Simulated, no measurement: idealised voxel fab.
process module | voxel transistor to metal
cross-section cut | 190 nm wide | cells 5 nm
A cross-section is a grid of square cells, given in bands from the top down. A band is one or more rows of cells.
Each band's line starts with the height of the band's top and of its bottom, in nm. Then come its materials from left to right, each with its width in nm. One material with "throughout" fills the band from edge to edge. "air" is empty space.
Height 0 is the level under which the wafer as received is all one material. The lowest band goes on downwards, as in "0 down".
A width such as "30 to 40" changes by the same amount from each row of cells to the next, from the band's top row to its bottom row.
"no change" after a step means that no cell of the cross-section changed.
closed voids: empty space of 8 cells or more with no open way to the top, each as width x height at its distance from the left edge, in nm
after a step's settings: what the simulator itself notes on the step
overlay nm, on a step with a mask: how far to the right of its planned place the mask lay; to the left if negative
plan
1 op RECEIVE | material Si
2 op OXIDIZE | depth nm 5
3 op CONFORMAL_DEP | material SiN | thk nm 15
4 op PATTERN | tone cover | mask id ACTIVE | material resist | width nm 115 | thk nm 15 | overlay nm 0
5 op DIRECTIONAL_ETCH | etch materials SiN | depth nm 15
6 op DIRECTIONAL_ETCH | etch materials SiO2 | depth nm 5
7 op DIRECTIONAL_ETCH | etch materials Si | depth nm 30
8 op STRIP | etch materials resist
9 op FILL_DEP | material SiO2 | thk nm 15
10 op CMP | height nm 15
11 op SELECTIVE_ETCH | etch materials SiO2 | depth nm 15
12 op STRIP | etch materials SiN
13 op SELECTIVE_ETCH | etch materials SiO2 | depth nm 5
14 op OXIDIZE | depth nm 5
15 op DIRECTIONAL_DEP | material polySi | thk nm 25
16 op DIRECTIONAL_DEP | material SiCN | thk nm 10
17 op DIRECTIONAL_DEP | material aC | thk nm 10
18 op PATTERN | tone cover | mask id GATE | material resist | width nm 25 | thk nm 30 | overlay nm 0
19 op DIRECTIONAL_ETCH | etch materials aC | depth nm 10
20 op STRIP | etch materials resist
21 op DIRECTIONAL_ETCH | etch materials SiCN | depth nm 20
22 op DIRECTIONAL_ETCH | etch materials polySi | depth nm 35
23 op STRIP | etch materials aC
24 op CONFORMAL_DEP | material SiO2 | thk nm 5
25 op DIRECTIONAL_ETCH | etch materials SiO2 | depth nm 5
26 op CONFORMAL_DEP | material SiN | thk nm 5
27 op DIRECTIONAL_ETCH | etch materials SiN | depth nm 5
28 op DIRECTIONAL_ETCH | etch materials SiO2 | depth nm 5
29 op DIRECTIONAL_ETCH | etch materials Si | depth nm 10
30 op EPI | material SiGe | thk nm 10
31 op FILL_DEP | material SiO2 | thk nm 5
32 op CMP | height nm 30
33 op DIRECTIONAL_DEP | material SiO2 | thk nm 15
34 op DIRECTIONAL_DEP | material aC | thk nm 15
35 op PATTERN | tone open | mask id CONTACT | material resist | width nm 30 | pitch nm 65 | thk nm 30 | overlay nm 0
36 op DIRECTIONAL_ETCH | etch materials aC | depth nm 15
37 op STRIP | etch materials resist
38 op DIRECTIONAL_ETCH | etch materials SiO2 | depth nm 55
39 op STRIP | etch materials aC
40 op CONFORMAL_DEP | material TiN | thk nm 5
41 op FILL_DEP | material Ru | thk nm 5
42 op CMP | height nm 45
43 op DIRECTIONAL_DEP | material TiN | thk nm 5
44 op DIRECTIONAL_DEP | material Ru | thk nm 25
45 op PATTERN | tone cover | mask id METAL_1 | material resist | width nm 20 | pitch nm 75 | thk nm 15 | overlay nm 0
46 op DIRECTIONAL_ETCH | etch materials Ru | depth nm 25
47 op DIRECTIONAL_ETCH | etch materials TiN | depth nm 5
48 op STRIP | etch materials resist
49 op FILL_DEP | material lowk | thk nm 10
50 op CMP | height nm 75
51 op CONFORMAL_DEP | material SiCN | thk nm 5
52 op DIRECTIONAL_DEP | material SiO2 | thk nm 25
53 op PATTERN | tone open | mask id METAL_2 | material resist | width nm 20 | pitch nm 75 | thk nm 20 | overlay nm 0
54 op DIRECTIONAL_ETCH | etch materials SiO2 | depth nm 15
55 op STRIP | etch materials resist
56 op DIRECTIONAL_DEP | material aC | thk nm 15
57 op PATTERN | tone open | mask id METAL_2_HOLES | material resist | width nm 15 | pitch nm 75 | thk nm 35 | overlay nm 0
58 op DIRECTIONAL_ETCH | etch materials aC | depth nm 15
59 op STRIP | etch materials resist
60 op DIRECTIONAL_ETCH | etch materials SiO2 | depth nm 10
61 op DIRECTIONAL_ETCH | etch materials SiCN | depth nm 5
62 op STRIP | etch materials aC
63 op CONFORMAL_DEP | material TiN | thk nm 5
64 op FILL_DEP | material Cu | thk nm 5
65 op CMP | height nm 105
66 op CONFORMAL_DEP | material SiCN | thk nm 5
as received, after step 1
  0 down: Si throughout
  closed voids: none
first wafer at the end, as planned
  110 to 105: SiCN throughout
  105 to 95: SiO2 45 | TiN 5 | Cu 10 | TiN 5 | SiO2 55 | TiN 5 | Cu 10 | TiN 5 | SiO2 50
  95 to 90: SiO2 45 | TiN 5 | Cu 5 | TiN 10 | SiO2 55 | TiN 5 | Cu 5 | TiN 10 | SiO2 50
  90 to 80: SiO2 45 | TiN 5 | Cu 5 | TiN 5 | SiO2 60 | TiN 5 | Cu 5 | TiN 5 | SiO2 55
  80 to 75: SiCN 45 | TiN 15 | SiCN 60 | TiN 15 | SiCN 55
  75 to 50: lowk 45 | Ru 20 | lowk 55 | Ru 20 | lowk 50
  50 to 45: lowk 45 | TiN 20 | lowk 55 | TiN 20 | lowk 50
  45 to 35: SiO2 45 | TiN 5 | Ru 20 | TiN 5 | SiO2 35 | TiN 5 | Ru 20 | TiN 5 | SiO2 50
  35 to 30: SiO2 45 | TiN 5 | Ru 15 | TiN 10 | SiO2 35 | TiN 10 | Ru 15 | TiN 5 | SiO2 50
  30 to 20: SiO2 45 | TiN 5 | Ru 15 | TiN 5 | SiN 5 | SiO2 5 | SiCN 25 | SiO2 5 | SiN 5 | TiN 5 | Ru 15 | TiN 5 | SiO2 50
  20 to 5: SiO2 45 | TiN 5 | Ru 15 | TiN 5 | SiN 5 | SiO2 5 | polySi 25 | SiO2 5 | SiN 5 | TiN 5 | Ru 15 | TiN 5 | SiO2 50
  5 to 0: SiO2 45 | TiN 5 | Ru 5 | TiN 15 | SiN 5 | SiO2 5 | polySi 25 | SiO2 5 | SiN 5 | TiN 15 | Ru 5 | TiN 5 | SiO2 50
  0 to -5: SiO2 45 | TiN 5 | Ru 5 | TiN 5 | SiGe 10 | SiN 5 | SiO2 5 | polySi 25 | SiO2 5 | SiN 5 | SiGe 10 | TiN 5 | Ru 5 | TiN 5 | SiO2 50
  -5 to -10: SiO2 45 | TiN 15 | SiGe 10 | SiO2 45 | SiGe 10 | TiN 15 | SiO2 50
  -10 to -20: SiO2 35 | SiGe 35 | Si 45 | SiGe 35 | SiO2 40
  -20 to -35: SiO2 35 | Si 115 | SiO2 40
  -35 down: Si throughout
  closed voids: none
second wafer at the end: like start, like plan, one mistake
  110 to 105: SiCN throughout
  105 to 95: SiO2 45 | TiN 5 | Cu 10 | TiN 5 | SiO2 55 | TiN 5 | Cu 10 | TiN 5 | SiO2 50
  95 to 90: SiO2 45 | TiN 5 | Cu 5 | TiN 10 | SiO2 55 | TiN 5 | Cu 5 | TiN 10 | SiO2 50
  90 to 80: SiO2 45 | TiN 5 | Cu 5 | TiN 5 | SiO2 60 | TiN 5 | Cu 5 | TiN 5 | SiO2 55
  80 to 75: SiCN 45 | TiN 15 | SiCN 60 | TiN 15 | SiCN 55
  75 to 50: lowk 45 | Ru 20 | lowk 55 | Ru 20 | lowk 50
  50 to 45: lowk 45 | TiN 20 | lowk 55 | TiN 20 | lowk 50
  45 to 30: polySi throughout
  30 to 20: SiO2 70 | SiN 5 | SiO2 5 | SiCN 25 | SiO2 5 | SiN 5 | SiO2 75
  20 to 0: SiO2 70 | SiN 5 | SiO2 5 | polySi 25 | SiO2 5 | SiN 5 | SiO2 75
  0 to -5: SiO2 60 | SiGe 10 | SiN 5 | SiO2 5 | polySi 25 | SiO2 5 | SiN 5 | SiGe 10 | SiO2 65
  -5 to -10: SiO2 60 | SiGe 10 | SiO2 45 | SiGe 10 | SiO2 65
  -10 to -20: SiO2 35 | SiGe 35 | Si 45 | SiGe 35 | SiO2 40
  -20 to -35: SiO2 35 | Si 115 | SiO2 40
  -35 down: Si throughout
  closed voids: none
what went wrong: step 33 ran as: op DIRECTIONAL_DEP | material polySi | thk nm 15
at the end the second wafer has, in cells: 56 fewer of Ru | 6 fewer of SiO2 | 52 fewer of TiN | 114 more of polySi
